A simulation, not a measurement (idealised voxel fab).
Presented below is a process module, voxel self aligned contacts.
It is cross-section cut that appears here, measuring 205 nm in width, its square cells being 5 nm in size.
Throughout this document, each cross-section is represented as a grid of square cells and is presented as a sequence of bands enumerated from the top downward, where a band comprises one or more rows of cells. Top height, bottom height, nm. Materials left to right, width each, nm. Single material + "edge to edge" = fills band edge to edge. "air" = empty. Heights are expressed relative to 0, this being the level below which the as-received wafer comprises one material exclusively. The lowest band is unbounded in the downward direction and is denoted as in "top 0, no bottom". With a width like "30..40", each row of cells in the band differs from the next by the same amount, the top row carrying the first number and the bottom row the second. Reading "nothing altered" for a step: not a cell of the cross-section changed in it. "Closed-off voids" - sealed voids, min. 8 cells, no opening to top; format: width x height at distance (distance from left edge; nm throughout). Step line, after settings: the simulator's comment on this step. "overlay nm", when on a step's line for a step with a mask, measures how far to the right of its planned place the mask lay; a negative measure means to the left.
-- Process steps (planned)
1: RECEIVE [material Si]
2: CONFORMAL_DEP [material SiO2] [thk nm 5]
3: DIRECTIONAL_DEP [material polySi] [thk nm 20]
4: DIRECTIONAL_DEP [material SiN] [thk nm 20]
5: MASKED_ETCH [tone cover] [mask id GATE] [width nm 25] [pitch nm 50] [etch materials SiN] [depth nm 20] [overlay nm 0]
6: MASKED_ETCH [tone cover] [mask id GATE] [width nm 25] [pitch nm 50] [etch materials polySi] [depth nm 20] [overlay nm 0]
7: CONFORMAL_DEP [material SiN] [thk nm 5]
8: DIRECTIONAL_ETCH [etch materials SiN] [depth nm 5]
9: FILL_DEP [material SiO2] [thk nm 15]
10: CMP [height nm 50]
11: PATTERN [tone open] [mask id CONTACT] [material resist] [width nm 35] [pitch nm 50] [thk nm 15] [overlay nm 0]
12: DIRECTIONAL_ETCH [etch materials SiO2] [depth nm 50]
13: STRIP [etch materials resist]
14: CONFORMAL_DEP [material TiN] [thk nm 5]
15: FILL_DEP [material W] [thk nm 10]
16: CMP [height nm 50]
17: CONFORMAL_DEP [material SiCN] [thk nm 5]
-- Incoming wafer in cross-section (state: after step 1)
* top 0, no bottom = Si edge to edge
* Closed-off voids: none
-- Cross-sectional view of the first of the two wafers upon completion of the module, processed in accordance with the plan
* top 55, bottom 50 = SiCN edge to edge
* top 50, bottom 45 = SiO2=60, TiN=15, W=5, TiN=15, SiO2=15, TiN=15, W=5, TiN=15, SiO2=60
* top 45, bottom 25 = SiO2=35, SiN=35, TiN=5, W=5, TiN=5, SiN=35, TiN=5, W=5, TiN=5, SiN=35, SiO2=35
* top 25, bottom 5 = SiO2=35, SiN=5, polySi=25, SiN=5, TiN=5, W=5, TiN=5, SiN=5, polySi=25, SiN=5, TiN=5, W=5, TiN=5, SiN=5, polySi=25, SiN=5, SiO2=35
* top 5, bottom 0 = SiO2=70, TiN=15, SiO2=35, TiN=15, SiO2=70
* top 0, no bottom = Si edge to edge
* Closed-off voids: none
-- Second of two wafers, module complete, sectioned: it shares the first wafer's start and plan but was run with one mistake
* top 55, bottom 50 = SiCN edge to edge
* top 50, bottom 45 = SiO2=60, TiN=15, W=5, TiN=15, SiO2=15, TiN=15, W=5, TiN=15, SiO2=60
* top 45, bottom 35 = SiO2=35, SiN=35, TiN=5, W=5, TiN=5, SiN=35, TiN=5, W=5, TiN=5, SiN=35, SiO2=35
* top 35, bottom 30 = SiO2=35, SiN=35, TiN=15, SiN=35, TiN=15, SiN=35, SiO2=35
* top 30, bottom 25 = SiN edge to edge
* top 25, bottom 5 = polySi edge to edge
* top 5, bottom 0 = SiO2 edge to edge
* top 0, no bottom = Si edge to edge
* Closed-off voids: none
It is concluded that the wafer was processed incorrectly with respect to the plan, in that in deviation from the planned setting, step 5 was conducted as MASKED_ETCH [tone cover] [mask id GATE] [width nm 25] [pitch nm 50] [etch materials SiN] [depth nm 15] [overlay nm 0]
The final cell counts differ between the wafers, with the second having more or fewer of some materials than the first: 4 fewer of SiN | 64 fewer of SiO2 | 24 fewer of TiN | 12 fewer of W | 104 more of polySi
